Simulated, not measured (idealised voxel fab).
process module | voxel wiring stack
cross-section cut | 195 nm wide | cells 5 nm
A cross-section is a grid of square cells, given in bands from the top down. A band is one or more rows of cells.
Each band's line starts with the height of the band's top and of its bottom, in nm. Then come its materials from left to right, each with its width in nm. One material with "throughout" fills the band from edge to edge. "air" is empty space.
Height 0 is the level under which the wafer as received is all one material. The lowest band goes on downwards, as in "0 down".
A width such as "30 to 40" changes by the same amount from each row of cells to the next, from the band's top row to its bottom row.
"no change" after a step means that no cell of the cross-section changed.
closed voids: empty space of 8 cells or more with no open way to the top, each as width x height at its distance from the left edge, in nm
after a step's settings: what the simulator itself notes on the step
overlay nm, on a step with a mask: how far to the right of its planned place the mask lay; to the left if negative
plan
1 op RECEIVE | material Si
2 op CONFORMAL_DEP | material SiO2 | thk nm 15
3 op CONFORMAL_DEP | material SiCN | thk nm 5
4 op DIRECTIONAL_DEP | material SiO2 | thk nm 20
5 op MASKED_ETCH | tone open | mask id METAL_1 | width nm 20 | pitch nm 45 | etch materials SiO2 | depth nm 20 | overlay nm 0
6 op MASKED_ETCH | tone open | mask id METAL_1 | width nm 30 | pitch nm 45 | etch materials SiCN | depth nm 5 | overlay nm 0
7 op CONFORMAL_DEP | material TiN | thk nm 5
8 op FILL_DEP | material W | thk nm 10
9 op CMP | height nm 40
10 op CONFORMAL_DEP | material SiCN | thk nm 5
11 op DIRECTIONAL_DEP | material SiO2 | thk nm 15
12 op MASKED_ETCH | tone open | mask id PLUG_1 | width nm 15 | pitch nm 45 | etch materials SiO2 | depth nm 15 | overlay nm 0
13 op MASKED_ETCH | tone open | mask id PLUG_1 | width nm 15 | pitch nm 45 | etch materials SiCN | depth nm 5 | overlay nm 0
14 op CONFORMAL_DEP | material TiN | thk nm 5
15 op FILL_DEP | material Cu | thk nm 10
16 op CMP | height nm 60
17 op CONFORMAL_DEP | material SiCN | thk nm 5
18 op DIRECTIONAL_DEP | material lowk | thk nm 25
19 op DIRECTIONAL_DEP | material aC | thk nm 10
20 op PATTERN | tone open | mask id METAL_2 | material resist | width nm 30 | pitch nm 45 | thk nm 30 | overlay nm 0
21 op DIRECTIONAL_ETCH | etch materials aC | depth nm 10
22 op STRIP | etch materials resist
23 op DIRECTIONAL_ETCH | etch materials lowk | depth nm 25
24 op DIRECTIONAL_ETCH | etch materials SiCN | depth nm 5
25 op STRIP | etch materials aC
26 op CONFORMAL_DEP | material TiN | thk nm 5
27 op FILL_DEP | material Ru | thk nm 10
28 op CMP | height nm 90
29 op CONFORMAL_DEP | material SiCN | thk nm 5
varied across the wafers: width nm of step 5. The plan shows the first wafer's value. All wafers start alike
first wafer as received, after step 1
  0 down: Si throughout
  closed voids: none
first wafer at the end, after step 29
  95 to 90: SiCN throughout
  90 to 65: lowk 60 | TiN 5 | Ru 20 | TiN 5 | lowk 15 | TiN 5 | Ru 20 | TiN 5 | lowk 60
  65 to 60: SiCN 60 | TiN 30 | SiCN 15 | TiN 30 | SiCN 60
  60 to 45: SiO2 60 | TiN 5 | Cu 5 | TiN 5 | SiO2 30 | TiN 5 | Cu 5 | TiN 5 | SiO2 75
  45 to 40: SiCN 60 | TiN 15 | SiCN 30 | TiN 15 | SiCN 75
  40 to 20: SiO2 65 | TiN 5 | W 10 | TiN 5 | SiO2 25 | TiN 5 | W 10 | TiN 5 | SiO2 65
  20 to 15: SiCN 65 | TiN 20 | SiCN 25 | TiN 20 | SiCN 65
  15 to 0: SiO2 throughout
  0 down: Si throughout
  closed voids: none
last wafer at the end
  95 to 90: SiCN throughout
  90 to 65: lowk 60 | TiN 5 | Ru 20 | TiN 5 | lowk 15 | TiN 5 | Ru 20 | TiN 5 | lowk 60
  65 to 60: SiCN 60 | TiN 30 | SiCN 15 | TiN 30 | SiCN 60
  60 to 45: SiO2 60 | TiN 5 | Cu 5 | TiN 5 | SiO2 30 | TiN 5 | Cu 5 | TiN 5 | SiO2 75
  45 to 40: SiCN 60 | TiN 15 | SiCN 30 | TiN 15 | SiCN 75
  40 to 20: SiO2 60 | TiN 5 | W 20 | TiN 5 | SiO2 15 | TiN 5 | W 20 | TiN 5 | SiO2 60
  20 to 15: SiCN 60 | TiN 30 | SiCN 15 | TiN 30 | SiCN 60
  15 to 0: SiO2 throughout
  0 down: Si throughout
  closed voids: none
each wafer at the end: cells of each material gained (+) or lost (-) since it was received, then its closed voids
width nm 20 | +6 Cu | +40 Ru | +130 SiCN | +340 SiO2 | +74 TiN | +16 W | +135 lowk | closed voids: none
width nm 25 | +6 Cu | +40 Ru | +128 SiCN | +332 SiO2 | +76 TiN | +24 W | +135 lowk | closed voids: none
width nm 30 | +6 Cu | +40 Ru | +126 SiCN | +324 SiO2 | +78 TiN | +32 W | +135 lowk | closed voids: none
